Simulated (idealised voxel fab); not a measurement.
The process module presented herein is designated voxel transistor to metal.
Section shown: cut. Width: 205 nm. Cell size: 5 nm, square.
Bands, listed from the top down, are how a cross-section gets written in this document; the cross-section itself is a grid of square cells, and a band is one or more rows of them.
First you get the band's top height and its bottom height, in nm, and then the materials it's made of, left to right, with each width in nm. If you see a single material with "all across", that one covers the band edge to edge. "air" is empty space.
Zero point of the height axis is 0; under it, received wafer = one material. Lowest band: continues down indefinitely, "0..down".
The width entry "30..40" should be interpreted row by row: the top row of cells in the band takes the first number, the bottom row takes the second number, and the change between adjacent rows is uniform throughout.
The cross-section has no changed cell in any step marked "no modification".
The list in "Sealed internal voids" covers empty spaces of 8 cells or more that cannot reach the top through any open way, and it gives each as width x height at distance; the distance is from the left edge, and width, height and distance are in nm.
Post-settings text on a step line: simulator's own remark regarding the step.
overlay nm: where the mask lay relative to plan, measured to the right, on steps with a mask; negatives go left.
Pairs, read this way: before one process step on the one hand, after it on the other, the after cross-section ending at the lowest band that changed; the step between, settings included, beneath. Same starting wafer throughout, but possibly different runs of this module, so no pair continues from the pair above unless its entry headed "Pre-step geometry" says so.
## Pre-step geometry
> 90..70  60 nm air, then 15 nm resist, then 55 nm air, then 15 nm resist, then 60 nm air
> 70..50  60 nm air, then 15 nm Ru, then 55 nm air, then 15 nm Ru, then 60 nm air
> 50..45  60 nm air, then 15 nm TiN, then 55 nm air, then 15 nm TiN, then 60 nm air
> 45..35  60 nm SiO2, then 5 nm TiN, then 15 nm SiO2, then 5 nm TiN, then 35 nm SiO2, then 5 nm TiN, then 15 nm SiO2, then 5 nm TiN, then 60 nm SiO2
> 35..30  60 nm SiO2, then 5 nm TiN, then 5 nm SiO2, then 15 nm TiN, then 35 nm SiO2, then 15 nm TiN, then 5 nm SiO2, then 5 nm TiN, then 60 nm SiO2
> 30..20  60 nm SiO2, then 5 nm TiN, then 5 nm SiO2, then 5 nm TiN, then 10 nm SiN, then 5 nm SiO2, then 25 nm SiCN, then 5 nm SiO2, then 10 nm SiN, then 5 nm TiN, then 5 nm SiO2, then 5 nm TiN, then 60 nm SiO2
> 20..15  60 nm SiO2, then 5 nm TiN, then 5 nm SiO2, then 5 nm TiN, then 10 nm SiN, then 5 nm SiO2, then 25 nm polySi, then 5 nm SiO2, then 10 nm SiN, then 5 nm TiN, then 5 nm SiO2, then 5 nm TiN, then 60 nm SiO2
> 15..10  60 nm SiO2, then 15 nm TiN, then 10 nm SiN, then 5 nm SiO2, then 25 nm polySi, then 5 nm SiO2, then 10 nm SiN, then 15 nm TiN, then 60 nm SiO2
> 10..0  60 nm SiO2, then 15 nm nSi, then 10 nm SiN, then 5 nm SiO2, then 25 nm polySi, then 5 nm SiO2, then 10 nm SiN, then 15 nm nSi, then 60 nm SiO2
> 0..-5  60 nm SiO2, then 15 nm nSi, then 55 nm SiO2, then 15 nm nSi, then 60 nm SiO2
> -5..-20  50 nm SiO2, then 25 nm nSi, then 55 nm Si, then 25 nm nSi, then 50 nm SiO2
> -20..-35  50 nm SiO2, then 105 nm Si, then 50 nm SiO2
> -35..down  Si all across
> Sealed internal voids: none
## Cross-Section Thereafter
> 70..50  60 nm air, then 15 nm Ru, then 55 nm air, then 15 nm Ru, then 60 nm air
> Below 50, no change.
> Sealed internal voids: none
Step, before to after (see cross-sections above): STRIP | etch materials resist
Pre-step geometry: refer to the pair immediately above; the cross-section shown after its step is the state before this one.
## Cross-Section Thereafter
> 75..70  55 nm air, then 25 nm SiN, then 45 nm air, then 25 nm SiN, then 55 nm air
> 70..50  55 nm air, then 5 nm SiN, then 15 nm Ru, then 5 nm SiN, then 45 nm air, then 5 nm SiN, then 15 nm Ru, then 5 nm SiN, then 55 nm air
> 50..45  60 nm SiN, then 15 nm TiN, then 55 nm SiN, then 15 nm TiN, then 60 nm SiN
> Below 45, no change.
> Sealed internal voids: none
Step, before to after (see cross-sections above): CONFORMAL_DEP | material SiN | thk nm 5
Pre-step geometry: refer to the pair immediately above; the cross-section shown after its step is the state before this one.
## Cross-Section Thereafter
> 80..75  SiO2 all across
> 75..70  55 nm SiO2, then 25 nm SiN, then 45 nm SiO2, then 25 nm SiN, then 55 nm SiO2
> 70..50  55 nm SiO2, then 5 nm SiN, then 15 nm Ru, then 5 nm SiN, then 45 nm SiO2, then 5 nm SiN, then 15 nm Ru, then 5 nm SiN, then 55 nm SiO2
> Below 50, no change.
> Sealed internal voids: none
Step, before to after (see cross-sections above): FILL_DEP | material SiO2 | thk nm 5
Pre-step geometry: refer to the pair immediately above; the cross-section shown after its step is the state before this one.
## Cross-Section Thereafter
> 70..50  55 nm SiO2, then 5 nm SiN, then 15 nm Ru, then 5 nm SiN, then 45 nm SiO2, then 5 nm SiN, then 15 nm Ru, then 5 nm SiN, then 55 nm SiO2
> Below 50, no change.
> Sealed internal voids: none
Step, before to after (see cross-sections above): CMP | height nm 70
Pre-step geometry: refer to the pair immediately above; the cross-section shown after its step is the state before this one.
## Cross-Section Thereafter
> 75..70  SiN all across
> Below 70, no change.
> Sealed internal voids: none
Step, before to after (see cross-sections above): CONFORMAL_DEP | material SiN | thk nm 5
## Pre-step geometry
> 70..50  Ru all across
> 50..45  TiN all across
> 45..35  60 nm SiO2, then 5 nm TiN, then 15 nm Ru, then 5 nm TiN, then 35 nm SiO2, then 5 nm TiN, then 15 nm Ru, then 5 nm TiN, then 60 nm SiO2
> 35..30  60 nm SiO2, then 5 nm TiN, then 5 nm Ru, then 15 nm TiN, then 35 nm SiO2, then 15 nm TiN, then 5 nm Ru, then 5 nm TiN, then 60 nm SiO2
> 30..20  60 nm SiO2, then 5 nm TiN, then 5 nm Ru, then 5 nm TiN, then 10 nm SiN, then 5 nm SiO2, then 25 nm SiCN, then 5 nm SiO2, then 10 nm SiN, then 5 nm TiN, then 5 nm Ru, then 5 nm TiN, then 60 nm SiO2
> 20..15  60 nm SiO2, then 5 nm TiN, then 5 nm Ru, then 5 nm TiN, then 10 nm SiN, then 5 nm SiO2, then 25 nm polySi, then 5 nm SiO2, then 10 nm SiN, then 5 nm TiN, then 5 nm Ru, then 5 nm TiN, then 60 nm SiO2
> 15..10  60 nm SiO2, then 15 nm TiN, then 10 nm SiN, then 5 nm SiO2, then 25 nm polySi, then 5 nm SiO2, then 10 nm SiN, then 15 nm TiN, then 60 nm SiO2
> 10..0  60 nm SiO2, then 15 nm nSi, then 10 nm SiN, then 5 nm SiO2, then 25 nm polySi, then 5 nm SiO2, then 10 nm SiN, then 15 nm nSi, then 60 nm SiO2
> 0..-5  60 nm SiO2, then 15 nm nSi, then 55 nm SiO2, then 15 nm nSi, then 60 nm SiO2
> -5..-20  50 nm SiO2, then 25 nm nSi, then 55 nm Si, then 25 nm nSi, then 50 nm SiO2
> -20..-35  50 nm SiO2, then 105 nm Si, then 50 nm SiO2
> -35..down  Si all across
> Sealed internal voids: none
## Cross-Section Thereafter
> 90..70  60 nm resist, then 15 nm air, then 55 nm resist, then 15 nm air, then 60 nm resist
> Below 70, no change.
> Sealed internal voids: none
Step, before to after (see cross-sections above): PATTERN | tone open | mask id METAL_1 | material resist | width nm 15 | pitch nm 70 | thk nm 20 | overlay nm 0
Pre-step geometry: refer to the pair immediately above; the cross-section shown after its step is the state before this one.
## Cross-Section Thereafter
> 90..70  60 nm resist, then 15 nm air, then 55 nm resist, then 15 nm air, then 60 nm resist
> 70..50  60 nm Ru, then 15 nm air, then 55 nm Ru, then 15 nm air, then 60 nm Ru
> Below 50, no change.
> Sealed internal voids: none
Step, before to after (see cross-sections above): DIRECTIONAL_ETCH | etch materials Ru | depth nm 20
Pre-step geometry: refer to the pair immediately above; the cross-section shown after its step is the state before this one.
## Cross-Section Thereafter
> 90..70  60 nm resist, then 15 nm air, then 55 nm resist, then 15 nm air, then 60 nm resist
> 70..50  60 nm Ru, then 15 nm air, then 55 nm Ru, then 15 nm air, then 60 nm Ru
> 50..45  60 nm TiN, then 15 nm air, then 55 nm TiN, then 15 nm air, then 60 nm TiN
> Below 45, no change.
> Sealed internal voids: none
Step, before to after (see cross-sections above): DIRECTIONAL_ETCH | etch materials TiN | depth nm 5
Pre-step geometry: refer to the pair immediately above; the cross-section shown after its step is the state before this one.
## Cross-Section Thereafter
> 70..50  60 nm Ru, then 15 nm air, then 55 nm Ru, then 15 nm air, then 60 nm Ru
> Below 50, no change.
> Sealed internal voids: none
Step, before to after (see cross-sections above): STRIP | etch materials resist
Pre-step geometry: refer to the pair immediately above; the cross-section shown after its step is the state before this one.
## Cross-Section Thereafter
> 75..70  65 nm SiN, then 5 nm air, then 65 nm SiN, then 5 nm air, then 65 nm SiN
> 70..50  60 nm Ru, then 5 nm SiN, then 5 nm air, then 5 nm SiN, then 55 nm Ru, then 5 nm SiN, then 5 nm air, then 5 nm SiN, then 60 nm Ru
> 50..45  60 nm TiN, then 15 nm SiN, then 55 nm TiN, then 15 nm SiN, then 60 nm TiN
> Below 45, no change.
> Sealed internal voids: none
Step, before to after (see cross-sections above): CONFORMAL_DEP | material SiN | thk nm 5
Pre-step geometry: refer to the pair immediately above; the cross-section shown after its step is the state before this one.
## Cross-Section Thereafter
> 80..75  SiO2 all across
> 75..70  65 nm SiN, then 5 nm SiO2, then 65 nm SiN, then 5 nm SiO2, then 65 nm SiN
> 70..50  60 nm Ru, then 5 nm SiN, then 5 nm SiO2, then 5 nm SiN, then 55 nm Ru, then 5 nm SiN, then 5 nm SiO2, then 5 nm SiN, then 60 nm Ru
> Below 50, no change.
> Sealed internal voids: none
Step, before to after (see cross-sections above): FILL_DEP | material SiO2 | thk nm 5
Pre-step geometry: refer to the pair immediately above; the cross-section shown after its step is the state before this one.
## Cross-Section Thereafter
> 70..50  60 nm Ru, then 5 nm SiN, then 5 nm SiO2, then 5 nm SiN, then 55 nm Ru, then 5 nm SiN, then 5 nm SiO2, then 5 nm SiN, then 60 nm Ru
> Below 50, no change.
> Sealed internal voids: none
Step, before to after (see cross-sections above): CMP | height nm 70
Pre-step geometry: refer to the pair immediately above; the cross-section shown after its step is the state before this one.
## Cross-Section Thereafter
> 75..70  SiN all across
> Below 70, no change.
> Sealed internal voids: none
Step, before to after (see cross-sections above): CONFORMAL_DEP | material SiN | thk nm 5
